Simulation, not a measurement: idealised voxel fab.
Process module under the name voxel trench capacitor
Square cell edge 5 nm, section width 285 nm, ID cut.
Just so we're on the same page, the cross-sections are grids of square cells, and they're listed out in bands top to bottom, each band one or more rows deep. Quick guide to a band line: top height, bottom height (nm) up front; then every material left to right with its width in nm. Only one material and it's marked "full width"? Then it fills the band edge to edge. And "blank" just means empty space. Heights are expressed relative to 0, this being the level below which the as-received wafer comprises one material exclusively. The lowest band is unbounded in the downward direction and is denoted as in "0 -> down". The width entry "30->40" should be interpreted row by row: the top row of cells in the band takes the first number, the bottom row takes the second number, and the change between adjacent rows is uniform throughout. You'll sometimes find "identical to before" written for a step, and that's the way of saying that nowhere in the cross-section did a cell change during that step. What "Closed void inventory" gives you is every empty space of 8 cells or more that is cut off from the top. Each appears as width x height at distance, with the distance taken from the left edge and width, height and distance all in nm. That trailing text on a step's line, after the settings, is the simulator's own remark on the step. "overlay nm", when on a step's line for a step with a mask, measures how far to the right of its planned place the mask lay; a negative measure means to the left.

-- The planned process steps are enumerated hereunder
| 1 | RECEIVE (material Si) |
| 2 | CONFORMAL_DEP (material SiN; thk nm 5) |
| 3 | DIRECTIONAL_DEP (material aC; thk nm 10) |
| 4 | PATTERN (tone open; mask id TRENCH; material resist; width nm 30; pitch nm 60; thk nm 25; overlay nm 0) |
| 5 | DIRECTIONAL_ETCH (etch materials aC; depth nm 10) |
| 6 | STRIP (etch materials resist) |
| 7 | DIRECTIONAL_ETCH (etch materials SiN; depth nm 5) |
| 8 | DIRECTIONAL_ETCH (etch materials Si; depth nm 30) |
| 9 | STRIP (etch materials aC) |
| 10 | CONFORMAL_DEP (material HfO2; thk nm 5) |
| 11 | CONFORMAL_DEP (material TiN; thk nm 5) |
| 12 | FILL_DEP (material W; thk nm 10) |
| 13 | CMP (height nm 5) |
Wafers differ in thk nm at step 10; plan lists the first wafer's value; identical starting state.

-- Cross-sectional view of the first of several wafers in the as-received condition, corresponding to the state following step 1
- 0 -> down  Si full width
- Closed void inventory: none

-- Wafer cross-section (first of several) - module end, post step 13 (last step)
- 5 -> 0  35 nm SiN; 5 nm HfO2; 5 nm TiN; 10 nm W; 5 nm TiN; 5 nm HfO2; 30 nm SiN; 5 nm HfO2; 5 nm TiN; 10 nm W; 5 nm TiN; 5 nm HfO2; 30 nm SiN; 5 nm HfO2; 5 nm TiN; 10 nm W; 5 nm TiN; 5 nm HfO2; 30 nm SiN; 5 nm HfO2; 5 nm TiN; 10 nm W; 5 nm TiN; 5 nm HfO2; 40 nm SiN
- 0 -> -20  35 nm Si; 5 nm HfO2; 5 nm TiN; 10 nm W; 5 nm TiN; 5 nm HfO2; 30 nm Si; 5 nm HfO2; 5 nm TiN; 10 nm W; 5 nm TiN; 5 nm HfO2; 30 nm Si; 5 nm HfO2; 5 nm TiN; 10 nm W; 5 nm TiN; 5 nm HfO2; 30 nm Si; 5 nm HfO2; 5 nm TiN; 10 nm W; 5 nm TiN; 5 nm HfO2; 40 nm Si
- -20 -> -25  35 nm Si; 5 nm HfO2; 20 nm TiN; 5 nm HfO2; 30 nm Si; 5 nm HfO2; 20 nm TiN; 5 nm HfO2; 30 nm Si; 5 nm HfO2; 20 nm TiN; 5 nm HfO2; 30 nm Si; 5 nm HfO2; 20 nm TiN; 5 nm HfO2; 40 nm Si
- -25 -> -30  35 nm Si; 30 nm HfO2; 30 nm Si; 30 nm HfO2; 30 nm Si; 30 nm HfO2; 30 nm Si; 30 nm HfO2; 40 nm Si
- -30 -> down  Si full width
- Closed void inventory: none

-- A cross-section through the last wafer at the close of the module
- 5 -> 0  35 nm SiN; 30 nm HfO2; 30 nm SiN; 30 nm HfO2; 30 nm SiN; 30 nm HfO2; 30 nm SiN; 30 nm HfO2; 40 nm SiN
- 0 -> -30  35 nm Si; 30 nm HfO2; 30 nm Si; 30 nm HfO2; 30 nm Si; 30 nm HfO2; 30 nm Si; 30 nm HfO2; 40 nm Si
- -30 -> down  Si full width
- Closed void inventory: none

-- Table: wafers, a row each; end-of-module cell change per material since receipt, gain (+), loss (-); then closed voids
thk nm 5; +72 HfO2; -144 Si; +33 SiN; +56 TiN; +40 W; Closed void inventory: none
thk nm 10; +128 HfO2; -144 Si; +33 SiN; +40 TiN; Closed void inventory: none
thk nm 15; +168 HfO2; -144 Si; +33 SiN; Closed void inventory: none
thk nm 20; +168 HfO2; -144 Si; +33 SiN; Closed void inventory: none
